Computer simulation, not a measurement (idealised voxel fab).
This section sets out a process module, namely voxel wiring stack.
Section shown: cut. Width: 255 nm. Cell size: 5 nm, square.
The cross-sections in this document take the form of a grid made of square cells. They are written out as bands, in order from top to bottom. Each band consists of one or more rows of cells.
Each band's line starts with the height of the band's top and of its bottom, in nm. Then come its materials from left to right, each with its width in nm. One material with "throughout" fills the band from edge to edge. "empty" is empty space.
Heads up on the height convention: 0 is the point under which the incoming wafer is all one material, and the lowest band has no bottom, it just keeps going down, like "0..down".
You'd read "30..40" like this: the band's top row of cells is as wide as the first number, its bottom row is as wide as the second, and going down, every row changes width by the same amount as the row before did.
A step reported as "remained the same" is a step in which no cell of the cross-section changed.
"Closed void roster" contains a list of empty spaces, each no smaller than 8 cells and without an open way to the top, written in the form width x height at distance with the distance from the left edge and all three in nm.
What comes after the settings on a step's line is commentary from the simulator itself on that step.
The optional step-line setting "overlay nm" applies to steps with a mask and quantifies how far to the right of its planned location the mask lay, a negative value indicating leftward placement.
### Here's what the planned process steps look like
1: RECEIVE,material Si
2: CONFORMAL_DEP,material SiO2,thk nm 15
3: CONFORMAL_DEP,material SiCN,thk nm 5
4: DIRECTIONAL_DEP,material lowk,thk nm 15
5: DIRECTIONAL_DEP,material aC,thk nm 15
6: PATTERN,tone open,mask id METAL_1,material resist,width nm 25,pitch nm 50,thk nm 30,overlay nm 0
7: DIRECTIONAL_ETCH,etch materials aC,depth nm 15
8: STRIP,etch materials resist
9: DIRECTIONAL_ETCH,etch materials lowk,depth nm 15
10: DIRECTIONAL_ETCH,etch materials SiCN,depth nm 5
11: STRIP,etch materials aC
12: CONFORMAL_DEP,material TiN,thk nm 5
13: FILL_DEP,material Cu,thk nm 5
14: CMP,height nm 35
15: CONFORMAL_DEP,material SiCN,thk nm 5
16: DIRECTIONAL_DEP,material lowk,thk nm 15
17: DIRECTIONAL_DEP,material aC,thk nm 15
18: PATTERN,tone open,mask id PLUG_1,material resist,width nm 15,pitch nm 50,thk nm 35,overlay nm 0
19: DIRECTIONAL_ETCH,etch materials aC,depth nm 15
20: STRIP,etch materials resist
21: DIRECTIONAL_ETCH,etch materials lowk,depth nm 15
22: DIRECTIONAL_ETCH,etch materials SiCN,depth nm 5
23: STRIP,etch materials aC
24: EPI,material Ru,thk nm 10
25: EPI,material Ru,thk nm 10
26: CONFORMAL_DEP,material SiN,thk nm 5
27: DIRECTIONAL_DEP,material lowk,thk nm 15
28: MASKED_ETCH,tone open,mask id METAL_2,width nm 25,pitch nm 50,etch materials lowk,depth nm 15,overlay nm 0
29: MASKED_ETCH,tone open,mask id METAL_2,width nm 25,pitch nm 50,etch materials SiN,depth nm 5,overlay nm 0
30: CONFORMAL_DEP,material TiN,thk nm 5
31: FILL_DEP,material W,thk nm 5
32: CMP,height nm 75
33: CONFORMAL_DEP,material SiCN,thk nm 5
34: DIRECTIONAL_DEP,material SiO2,thk nm 15
35: PATTERN,tone open,mask id PLUG_2,material resist,width nm 15,pitch nm 50,thk nm 15,overlay nm 0
36: DIRECTIONAL_ETCH,etch materials SiO2,depth nm 15
37: DIRECTIONAL_ETCH,etch materials SiCN,depth nm 5
38: STRIP,etch materials resist
39: EPI,material Ru,thk nm 10
40: EPI,material Ru,thk nm 10
41: DIRECTIONAL_DEP,material TiN,thk nm 5
42: DIRECTIONAL_DEP,material W,thk nm 15
43: DIRECTIONAL_DEP,material aC,thk nm 10
44: PATTERN,tone cover,mask id METAL_3,material resist,width nm 25,pitch nm 50,thk nm 25,overlay nm 0
45: DIRECTIONAL_ETCH,etch materials aC,depth nm 10
46: STRIP,etch materials resist
47: DIRECTIONAL_ETCH,etch materials W,depth nm 15
48: DIRECTIONAL_ETCH,etch materials TiN,depth nm 5
49: STRIP,etch materials aC
50: CONFORMAL_DEP,material SiCN,thk nm 5
51: FILL_DEP,material SiO2,thk nm 10
52: CMP,height nm 115
53: CONFORMAL_DEP,material SiCN,thk nm 5
### Step 1 complete: cross-section of the wafer as received
  0..down | Si throughout
  Closed void roster: none
### Starting structure and process plan are as shown above, but one mistake was made in running the module; the wafer cross-section at the end of the module follows
  120..115 | SiCN throughout
  115..110 | SiO2 85 nm  SiCN 20 nm  W 10 nm  SiCN 5 nm  SiO2 15 nm  SiCN 20 nm  W 10 nm  SiCN 5 nm  SiO2 85 nm
  110..100 | SiO2 85 nm  SiCN 5 nm  W 25 nm  SiCN 5 nm  SiO2 15 nm  SiCN 5 nm  W 25 nm  SiCN 5 nm  SiO2 85 nm
  100..95 | SiCN 90 nm  W 15 nm  TiN 10 nm  SiCN 25 nm  W 15 nm  TiN 10 nm  SiCN 90 nm
  95..90 | SiCN 90 nm  TiN 15 nm  SiCN 35 nm  TiN 15 nm  SiCN 100 nm
  90..75 | SiCN throughout
  75..60 | lowk 90 nm  TiN 5 nm  W 15 nm  TiN 5 nm  lowk 25 nm  TiN 5 nm  W 15 nm  TiN 5 nm  lowk 90 nm
  60..55 | SiN 90 nm  TiN 25 nm  SiN 25 nm  TiN 25 nm  SiN 90 nm
  55..40 | lowk 90 nm  Ru 15 nm  lowk 35 nm  Ru 15 nm  lowk 100 nm
  40..35 | SiCN 90 nm  Ru 15 nm  SiCN 35 nm  Ru 15 nm  SiCN 100 nm
  35..20 | lowk 90 nm  TiN 5 nm  Cu 15 nm  TiN 5 nm  lowk 25 nm  TiN 5 nm  Cu 15 nm  TiN 5 nm  lowk 90 nm
  20..15 | SiCN 90 nm  TiN 25 nm  SiCN 25 nm  TiN 25 nm  SiCN 90 nm
  15..0 | SiO2 throughout
  0..down | Si throughout
  Closed void roster: none
Against the plan, the run slipped here: step 34 went in with a setting other than planned; the actual run was DIRECTIONAL_DEP,material SiCN,thk nm 15
